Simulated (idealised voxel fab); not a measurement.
Herein follows the process module entitled voxel capacitor over wiring.
Xsec cut, 160 nm wide, square cell size 5 nm.
Cross-section = grid of square cells, listed top down in bands; band = one or more rows. Heights first: top, then bottom, in nm. Then materials, left to right, each with a width in nm. "everywhere" on a single material: fills the band edge to edge. "air": empty space. Height datum 0, below which the as-received substrate wafer is one material. Lowest band open at the bottom, running downward: "0..down". Width spec "30 to 40" -> top row of cells at first value, bottom row at second value, equal per-row change in between. What does "stayed the same" mean for a step? It means no cell of the cross-section changed in that step. In "Completely sealed voids" the enclosed voids are listed, meaning empty spaces of 8 cells or larger without any opening to the top. The form is width x height at distance, distance from the left edge, units nm. Formally, on a step line, whatever follows the settings is a remark that the simulator itself makes on the step. overlay nm: for a step with a mask, the amount by which the mask lay right of where it was planned; a negative amount means left of it.
-- Planned process steps
| 1 | RECEIVE: material Si |
| 2 | CONFORMAL_DEP: material SiO2, thk nm 10 |
| 3 | CONFORMAL_DEP: material SiCN, thk nm 5 |
| 4 | DIRECTIONAL_DEP: material SiO2, thk nm 25 |
| 5 | MASKED_ETCH: tone open, mask id METAL_1, width nm 20, pitch nm 75, etch materials SiO2, depth nm 25, overlay nm 0 |
| 6 | MASKED_ETCH: tone open, mask id METAL_1, width nm 20, pitch nm 75, etch materials SiCN, depth nm 5, overlay nm 0 |
| 7 | CONFORMAL_DEP: material TiN, thk nm 5 |
| 8 | FILL_DEP: material Cu, thk nm 5 |
| 9 | CMP: height nm 40 |
| 10 | CONFORMAL_DEP: material SiCN, thk nm 5 |
| 11 | DIRECTIONAL_DEP: material lowk, thk nm 20 |
| 12 | DIRECTIONAL_DEP: material aC, thk nm 15 |
| 13 | PATTERN: tone open, mask id PLUG_1, material resist, width nm 15, thk nm 35, overlay nm 0 |
| 14 | DIRECTIONAL_ETCH: etch materials aC, depth nm 15 |
| 15 | STRIP: etch materials resist |
| 16 | DIRECTIONAL_ETCH: etch materials lowk, depth nm 20 |
| 17 | DIRECTIONAL_ETCH: etch materials SiCN, depth nm 5 |
| 18 | STRIP: etch materials aC |
| 19 | EPI: material Ru, thk nm 10 |
| 20 | EPI: material Ru, thk nm 10 |
| 21 | EPI: material Ru, thk nm 5 |
| 22 | DIRECTIONAL_DEP: material TiN, thk nm 10 |
| 23 | DIRECTIONAL_DEP: material Al2O3, thk nm 5 |
| 24 | DIRECTIONAL_DEP: material TiN, thk nm 5 |
| 25 | PATTERN: tone cover, mask id UPPER_PLATE, material resist, width nm 60, thk nm 15, overlay nm 0 |
| 26 | DIRECTIONAL_ETCH: etch materials TiN, depth nm 5 |
| 27 | DIRECTIONAL_ETCH: etch materials Al2O3, depth nm 5 |
| 28 | STRIP: etch materials resist |
| 29 | PATTERN: tone cover, mask id LOWER_PLATE, material resist, width nm 70, thk nm 15, overlay nm 0 |
| 30 | DIRECTIONAL_ETCH: etch materials TiN, depth nm 10 |
| 31 | STRIP: etch materials resist |
| 32 | FILL_DEP: material SiO2, thk nm 20 |
| 33 | CMP: height nm 100 |
| 34 | DIRECTIONAL_DEP: material aC, thk nm 15 |
| 35 | PATTERN: tone open, mask id PLUG_2, material resist, width nm 15, thk nm 30, overlay nm 0 |
| 36 | DIRECTIONAL_ETCH: etch materials aC, depth nm 15 |
| 37 | STRIP: etch materials resist |
| 38 | DIRECTIONAL_ETCH: etch materials SiO2, depth nm 15 |
| 39 | STRIP: etch materials aC |
| 40 | CONFORMAL_DEP: material TiN, thk nm 5 |
| 41 | FILL_DEP: material Cu, thk nm 5 |
| 42 | CMP: height nm 100 |
| 43 | CONFORMAL_DEP: material SiCN, thk nm 5 |
-- Wafer at receipt (post step 1), cross-section
0..down: Si everywhere
Completely sealed voids: none
-- End-of-module cross-section of the first of two wafers, processed as planned
105..100: SiCN everywhere
100..90: 45 SiO2  5 TiN  5 Cu  5 TiN  100 SiO2
90..80: 45 to 35 SiO2  15 to 60 TiN  100 to 65 SiO2
80..75: 35 SiO2  60 Al2O3  65 SiO2
75..65: 30 SiO2  70 TiN  60 SiO2
65..45: 35 lowk  15 Ru  110 lowk
45..40: 35 SiCN  15 Ru  110 SiCN
40..15: 30 SiO2  5 TiN  10 Cu  5 TiN  55 SiO2  5 TiN  10 Cu  5 TiN  35 SiO2
15..10: 30 SiCN  20 TiN  55 SiCN  20 TiN  35 SiCN
10..0: SiO2 everywhere
0..down: Si everywhere
Completely sealed voids: none
-- Cross-section, wafer two of two, end of module: same start and plan as wafer one, one error in execution
105..100: SiCN everywhere
100..90: 45 SiO2  5 TiN  5 Cu  5 TiN  100 SiO2
90..80: 45 to 50 SiO2  15 to 45 TiN  100 to 65 SiO2
80..75: 50 SiO2  45 Al2O3  65 SiO2
75..65: 30 SiO2  5 TiN  15 SiO2  50 TiN  60 SiO2
65..60: 35 lowk  15 SiO2  110 lowk
60..55: 35 lowk  15 TiN  110 lowk
55..50: 35 lowk  15 Al2O3  110 lowk
50..45: 35 lowk  15 TiN  110 lowk
45..40: 35 SiCN  15 TiN  110 SiCN
40..20: 25 Cu  5 TiN  20 SiO2  5 TiN  45 Cu  5 TiN  20 SiO2  5 TiN  30 Cu
20..15: 30 TiN  20 SiO2  55 TiN  20 SiO2  35 TiN
15..10: SiCN everywhere
10..0: SiO2 everywhere
0..down: Si everywhere
Completely sealed voids: none
Where did the run depart from the plan? step 5 off recipe, ran as MASKED_ETCH: tone cover, mask id METAL_1, width nm 20, pitch nm 75, etch materials SiO2, depth nm 25, overlay nm 0
End check, counted in cells, second wafer has more or fewer of these materials than the first: Cu: 60 more | Ru: 15 fewer | SiCN: 8 more | SiO2: 65 fewer | TiN: 12 more
